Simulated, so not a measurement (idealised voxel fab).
voxel wiring stack: a process module
It is cross-section cut that appears here, measuring 240 nm in width, its square cells being 5 nm in size.
Square cells in a grid make up a cross-section in this document, and the grid is given as bands, listed from the top down, each one or more rows of cells.
Heights first: top, then bottom, in nm. Then materials, left to right, each with a width in nm. "edge to edge" on a single material: fills the band edge to edge. "empty": empty space.
Convention: height 0 is the level below which the wafer, as received, is all one material. The lowest band does not terminate at the bottom but continues downward, represented as "0 and below".
Graded width ("30..40"): value in top row of band = first number; value in bottom row = second number; row-to-row change constant.
"everything unchanged" (step): cross-section cells unchanged, all of them.
The list in "Sealed internal cavities" covers empty spaces of 8 cells or more that cannot reach the top through any open way, and it gives each as width x height at distance; the distance is from the left edge, and width, height and distance are in nm.
On a step's line, text after the settings is the simulator commenting on that step.
overlay nm: mask right of planned place by this much (step with mask). Neg. = left.
## List of planned process steps
step 1: RECEIVE, material Si
step 2: CONFORMAL_DEP, material SiO2, thk nm 10
step 3: DIRECTIONAL_DEP, material TiN, thk nm 5
step 4: DIRECTIONAL_DEP, material Ru, thk nm 20
step 5: MASKED_ETCH, tone cover, mask id METAL_1, width nm 20, pitch nm 40, etch materials Ru, depth nm 20, overlay nm 0
step 6: MASKED_ETCH, tone cover, mask id METAL_1, width nm 20, pitch nm 40, etch materials TiN, depth nm 5, overlay nm 0
step 7: FILL_DEP, material SiO2, thk nm 5
step 8: CMP, height nm 35
step 9: CONFORMAL_DEP, material SiCN, thk nm 5
step 10: DIRECTIONAL_DEP, material lowk, thk nm 10
step 11: MASKED_ETCH, tone open, mask id PLUG_1, width nm 15, pitch nm 80, etch materials lowk, depth nm 10, overlay nm 0
step 12: MASKED_ETCH, tone open, mask id PLUG_1, width nm 15, pitch nm 80, etch materials SiCN, depth nm 5, overlay nm 0
step 13: CONFORMAL_DEP, material TiN, thk nm 5
step 14: FILL_DEP, material Ru, thk nm 10
step 15: CMP, height nm 50
step 16: DIRECTIONAL_DEP, material TiN, thk nm 5
step 17: DIRECTIONAL_DEP, material Ru, thk nm 20
step 18: PATTERN, tone cover, mask id METAL_2, material resist, width nm 20, pitch nm 40, thk nm 20, overlay nm 0
step 19: DIRECTIONAL_ETCH, etch materials Ru, depth nm 20
step 20: DIRECTIONAL_ETCH, etch materials TiN, depth nm 5
step 21: STRIP, etch materials resist
step 22: CONFORMAL_DEP, material SiCN, thk nm 5
step 23: FILL_DEP, material lowk, thk nm 5
step 24: CMP, height nm 75
step 25: CONFORMAL_DEP, material SiCN, thk nm 5
## Step 1 complete: cross-section of the wafer as received
- 0 and below: Si edge to edge
- Sealed internal cavities: none
## As-planned run: cross-section of the first of two wafers at end of module
- 80 down to 75: SiCN edge to edge
- 75 down to 55: lowk (65) | SiCN (5) | Ru (20) | SiCN (5) | lowk (10) | SiCN (5) | Ru (20) | SiCN (5) | lowk (10) | SiCN (5) | Ru (20) | SiCN (5) | lowk (65)
- 55 down to 50: SiCN (70) | TiN (20) | SiCN (20) | TiN (20) | SiCN (20) | TiN (20) | SiCN (70)
- 50 down to 40: lowk (70) | TiN (5) | Ru (5) | TiN (5) | lowk (65) | TiN (5) | Ru (5) | TiN (5) | lowk (75)
- 40 down to 35: SiCN (70) | TiN (15) | SiCN (65) | TiN (15) | SiCN (75)
- 35 down to 15: SiO2 (70) | Ru (20) | SiO2 (20) | Ru (20) | SiO2 (20) | Ru (20) | SiO2 (70)
- 15 down to 10: SiO2 (70) | TiN (20) | SiO2 (20) | TiN (20) | SiO2 (20) | TiN (20) | SiO2 (70)
- 10 down to 0: SiO2 edge to edge
- 0 and below: Si edge to edge
- Sealed internal cavities: none
## Second of two wafers, module complete, sectioned: it shares the first wafer's start and plan but was run with one mistake
- 80 down to 75: SiCN edge to edge
- 75 down to 55: lowk (65) | SiCN (5) | Ru (20) | SiCN (5) | lowk (10) | SiCN (5) | Ru (20) | SiCN (5) | lowk (10) | SiCN (5) | Ru (20) | SiCN (5) | lowk (65)
- 55 down to 50: SiCN (70) | TiN (20) | SiCN (20) | TiN (20) | SiCN (20) | TiN (20) | SiCN (70)
- 50 down to 40: lowk (70) | TiN (5) | Ru (5) | TiN (5) | lowk (65) | TiN (5) | Ru (5) | TiN (5) | lowk (75)
- 40 down to 35: SiCN (70) | TiN (15) | SiCN (65) | TiN (15) | SiCN (75)
- 35 down to 30: SiO2 (70) | TiN (20) | SiO2 (20) | TiN (20) | SiO2 (20) | TiN (20) | SiO2 (70)
- 30 down to 10: Ru edge to edge
- 10 down to 0: SiO2 edge to edge
- 0 and below: Si edge to edge
- Sealed internal cavities: none
What was done differently from what was planned? mixed up steps 3 and 4 - ran each in the other's place
Cell-count delta at end, second wafer over first, by material: Ru: 144 more; SiO2: 144 fewer
